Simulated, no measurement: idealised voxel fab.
process module | voxel transistor to metal
cross-section cut | 175 nm wide | cells 5 nm
A cross-section is a grid of square cells, given in bands from the top down. A band is one or more rows of cells.
Each band's line starts with the height of the band's top and of its bottom, in nm. Then come its materials from left to right, each with its width in nm. One material with "throughout" fills the band from edge to edge. "air" is empty space.
Height 0 is the level under which the wafer as received is all one material. The lowest band goes on downwards, as in "0 down".
A width such as "30 to 40" changes by the same amount from each row of cells to the next, from the band's top row to its bottom row.
"no change" after a step means that no cell of the cross-section changed.
closed voids: empty space of 8 cells or more with no open way to the top, each as width x height at its distance from the left edge, in nm
after a step's settings: what the simulator itself notes on the step
overlay nm, on a step with a mask: how far to the right of its planned place the mask lay; to the left if negative
plan
1 op RECEIVE | material Si
2 op CONFORMAL_DEP | material SiO2 | thk nm 5
3 op CONFORMAL_DEP | material SiN | thk nm 10
4 op PATTERN | tone cover | mask id ACTIVE | material resist | width nm 115 | thk nm 15 | overlay nm 0
5 op DIRECTIONAL_ETCH | etch materials SiN | depth nm 10
6 op DIRECTIONAL_ETCH | etch materials SiO2 | depth nm 5
7 op DIRECTIONAL_ETCH | etch materials Si | depth nm 30
8 op STRIP | etch materials resist
9 op FILL_DEP | material SiO2 | thk nm 10
10 op CMP | height nm 15
11 op SELECTIVE_ETCH | etch materials SiO2 | depth nm 5
12 op STRIP | etch materials SiN
13 op SELECTIVE_ETCH | etch materials SiO2 | depth nm 5
14 op OXIDIZE | depth nm 5
15 op DIRECTIONAL_DEP | material polySi | thk nm 25
16 op DIRECTIONAL_DEP | material SiCN | thk nm 10
17 op DIRECTIONAL_DEP | material aC | thk nm 15
18 op PATTERN | tone cover | mask id GATE | material resist | width nm 25 | thk nm 30 | overlay nm 0
19 op DIRECTIONAL_ETCH | etch materials aC | depth nm 15
20 op STRIP | etch materials resist
21 op DIRECTIONAL_ETCH | etch materials SiCN | depth nm 20
22 op DIRECTIONAL_ETCH | etch materials polySi | depth nm 35
23 op STRIP | etch materials aC
24 op CONFORMAL_DEP | material SiO2 | thk nm 5
25 op DIRECTIONAL_ETCH | etch materials SiO2 | depth nm 5
26 op CONFORMAL_DEP | material SiN | thk nm 10
27 op DIRECTIONAL_ETCH | etch materials SiN | depth nm 10
28 op DIRECTIONAL_ETCH | etch materials SiO2 | depth nm 5
29 op EPI | material SiGe | thk nm 5
30 op FILL_DEP | material SiO2 | thk nm 5
31 op CMP | height nm 25
32 op STRIP | etch materials polySi
33 op SELECTIVE_ETCH | etch materials SiO2 | depth nm 5
34 op CONFORMAL_DEP | material HfO2 | thk nm 5
35 op CONFORMAL_DEP | material TiN | thk nm 5
36 op FILL_DEP | material W | thk nm 5
37 op CMP | height nm 20
38 op DIRECTIONAL_DEP | material SiO2 | thk nm 15
39 op DIRECTIONAL_DEP | material aC | thk nm 10
40 op PATTERN | tone open | mask id CONTACT | material resist | width nm 15 | pitch nm 80 | thk nm 25 | overlay nm 0
41 op DIRECTIONAL_ETCH | etch materials aC | depth nm 10
42 op STRIP | etch materials resist
43 op DIRECTIONAL_ETCH | etch materials SiO2 | depth nm 35
44 op STRIP | etch materials aC
45 op CONFORMAL_DEP | material TiN | thk nm 5
46 op FILL_DEP | material Ru | thk nm 5
47 op CMP | height nm 35
48 op CONFORMAL_DEP | material SiN | thk nm 5
49 op DIRECTIONAL_DEP | material SiO2 | thk nm 15
50 op MASKED_ETCH | tone open | mask id METAL_1 | width nm 15 | pitch nm 80 | etch materials SiO2 | depth nm 15 | overlay nm 0
51 op MASKED_ETCH | tone open | mask id METAL_1 | width nm 15 | pitch nm 80 | etch materials SiN | depth nm 5 | overlay nm 0
52 op CONFORMAL_DEP | material TiN | thk nm 5
53 op FILL_DEP | material Cu | thk nm 10
54 op CMP | height nm 55
55 op EPI | material Ru | thk nm 5
56 op FILL_DEP | material SiCN | thk nm 5
57 op DIRECTIONAL_DEP | material SiO2 | thk nm 30
58 op MASKED_ETCH | tone open | mask id METAL_2 | width nm 15 | pitch nm 80 | etch materials SiO2 | depth nm 20 | overlay nm 0
59 op PATTERN | tone open | mask id METAL_2_HOLES | material resist | width nm 15 | pitch nm 80 | thk nm 20 | overlay nm 0
60 op DIRECTIONAL_ETCH | etch materials SiO2 | depth nm 10
61 op DIRECTIONAL_ETCH | etch materials SiCN | depth nm 5
62 op STRIP | etch materials resist
63 op CONFORMAL_DEP | material TiN | thk nm 5
64 op FILL_DEP | material Cu | thk nm 10
65 op CMP | height nm 95
66 op CONFORMAL_DEP | material SiCN | thk nm 5
as received, after step 1
  0 down: Si throughout
  closed voids: none
a wafer at the end: this start, this plan, one mistake
  100 to 95: SiCN throughout
  95 to 65: SiO2 40 | TiN 5 | Cu 5 | TiN 5 | SiO2 65 | TiN 5 | Cu 5 | TiN 5 | SiO2 40
  65 to 60: SiCN 40 | TiN 15 | SiCN 65 | TiN 15 | SiCN 40
  60 to 55: SiCN 35 | Ru 25 | SiCN 55 | Ru 25 | SiCN 35
  55 to 45: SiO2 40 | TiN 5 | Cu 5 | TiN 5 | SiO2 65 | TiN 5 | Cu 5 | TiN 5 | SiO2 40
  45 to 40: SiO2 40 | TiN 15 | SiO2 65 | TiN 15 | SiO2 40
  40 to 35: SiN 50 | TiN 5 | SiN 75 | TiN 5 | SiN 40
  35 to 20: SiO2 40 | TiN 5 | Ru 5 | TiN 5 | SiO2 65 | TiN 5 | Ru 5 | TiN 5 | SiO2 40
  20 to 5: SiO2 40 | TiN 5 | Ru 5 | TiN 5 | SiO2 5 | SiN 10 | HfO2 5 | TiN 5 | W 15 | TiN 5 | HfO2 5 | SiN 10 | SiO2 5 | TiN 5 | Ru 5 | TiN 5 | SiO2 40
  5 to 0: SiO2 30 | SiN 10 | TiN 15 | SiO2 5 | SiN 10 | HfO2 5 | TiN 25 | HfO2 5 | SiN 10 | SiO2 5 | TiN 15 | SiN 10 | SiO2 30
  0 to -5: SiO2 40 | SiGe 20 | SiO2 10 | HfO2 35 | SiO2 10 | SiGe 20 | SiO2 40
  -5 to -30: SiO2 30 | Si 115 | SiO2 30
  -30 down: Si throughout
  closed voids: none
what went wrong: step 51 ran as: op MASKED_ETCH | tone open | mask id METAL_1 | width nm 15 | pitch nm 80 | etch materials SiN | depth nm 5 | overlay nm 10
